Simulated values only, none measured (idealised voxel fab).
process module | voxel trench capacitor
cross-section cut | 270 nm wide | cells 5 nm
A cross-section is a grid of square cells, given in bands from the top down. A band is one or more rows of cells.
Each band's line starts with the height of the band's top and of its bottom, in nm. Then come its materials from left to right, each with its width in nm. One material with "throughout" fills the band from edge to edge. "air" is empty space.
Height 0 is the level under which the wafer as received is all one material. The lowest band goes on downwards, as in "0 down".
A width such as "30 to 40" changes by the same amount from each row of cells to the next, from the band's top row to its bottom row.
"no change" after a step means that no cell of the cross-section changed.
closed voids: empty space of 8 cells or more with no open way to the top, each as width x height at its distance from the left edge, in nm
after a step's settings: what the simulator itself notes on the step
overlay nm, on a step with a mask: how far to the right of its planned place the mask lay; to the left if negative
plan
1 op RECEIVE | material Si
2 op CONFORMAL_DEP | material SiN | thk nm 10
3 op DIRECTIONAL_DEP | material aC | thk nm 15
4 op PATTERN | tone open | mask id TRENCH | material resist | width nm 25 | pitch nm 40 | thk nm 35 | overlay nm 0
5 op DIRECTIONAL_ETCH | etch materials aC | depth nm 15
6 op STRIP | etch materials resist
7 op DIRECTIONAL_ETCH | etch materials SiN | depth nm 10
8 op DIRECTIONAL_ETCH | etch materials Si | depth nm 30
9 op STRIP | etch materials aC
10 op CONFORMAL_DEP | material HfO2 | thk nm 5
11 op CONFORMAL_DEP | material TiN | thk nm 5
12 op FILL_DEP | material W | thk nm 5
13 op CMP | height nm 10
as received, after step 1
  0 down: Si throughout
  closed voids: none
first wafer at the end, as planned
  10 to 0: SiN 80 | HfO2 5 | TiN 5 | W 5 | TiN 5 | HfO2 5 | SiN 15 | HfO2 5 | TiN 5 | W 5 | TiN 5 | HfO2 5 | SiN 15 | HfO2 5 | TiN 5 | W 5 | TiN 5 | HfO2 5 | SiN 85
  0 to -20: Si 80 | HfO2 5 | TiN 5 | W 5 | TiN 5 | HfO2 5 | Si 15 | HfO2 5 | TiN 5 | W 5 | TiN 5 | HfO2 5 | Si 15 | HfO2 5 | TiN 5 | W 5 | TiN 5 | HfO2 5 | Si 85
  -20 to -25: Si 80 | HfO2 5 | TiN 15 | HfO2 5 | Si 15 | HfO2 5 | TiN 15 | HfO2 5 | Si 15 | HfO2 5 | TiN 15 | HfO2 5 | Si 85
  -25 to -30: Si 80 | HfO2 25 | Si 15 | HfO2 25 | Si 15 | HfO2 25 | Si 85
  -30 down: Si throughout
  closed voids: none
second wafer at the end: like start, like plan, one mistake
  10 to 0: SiN 80 | TiN 5 | HfO2 5 | W 5 | HfO2 5 | TiN 5 | SiN 15 | TiN 5 | HfO2 5 | W 5 | HfO2 5 | TiN 5 | SiN 15 | TiN 5 | HfO2 5 | W 5 | HfO2 5 | TiN 5 | SiN 85
  0 to -20: Si 80 | TiN 5 | HfO2 5 | W 5 | HfO2 5 | TiN 5 | Si 15 | TiN 5 | HfO2 5 | W 5 | HfO2 5 | TiN 5 | Si 15 | TiN 5 | HfO2 5 | W 5 | HfO2 5 | TiN 5 | Si 85
  -20 to -25: Si 80 | TiN 5 | HfO2 15 | TiN 5 | Si 15 | TiN 5 | HfO2 15 | TiN 5 | Si 15 | TiN 5 | HfO2 15 | TiN 5 | Si 85
  -25 to -30: Si 80 | TiN 25 | Si 15 | TiN 25 | Si 15 | TiN 25 | Si 85
  -30 down: Si throughout
  closed voids: none
what went wrong: steps 10 and 11 were swapped
at the end the second wafer has, in cells: 12 fewer of HfO2 | 12 more of TiN
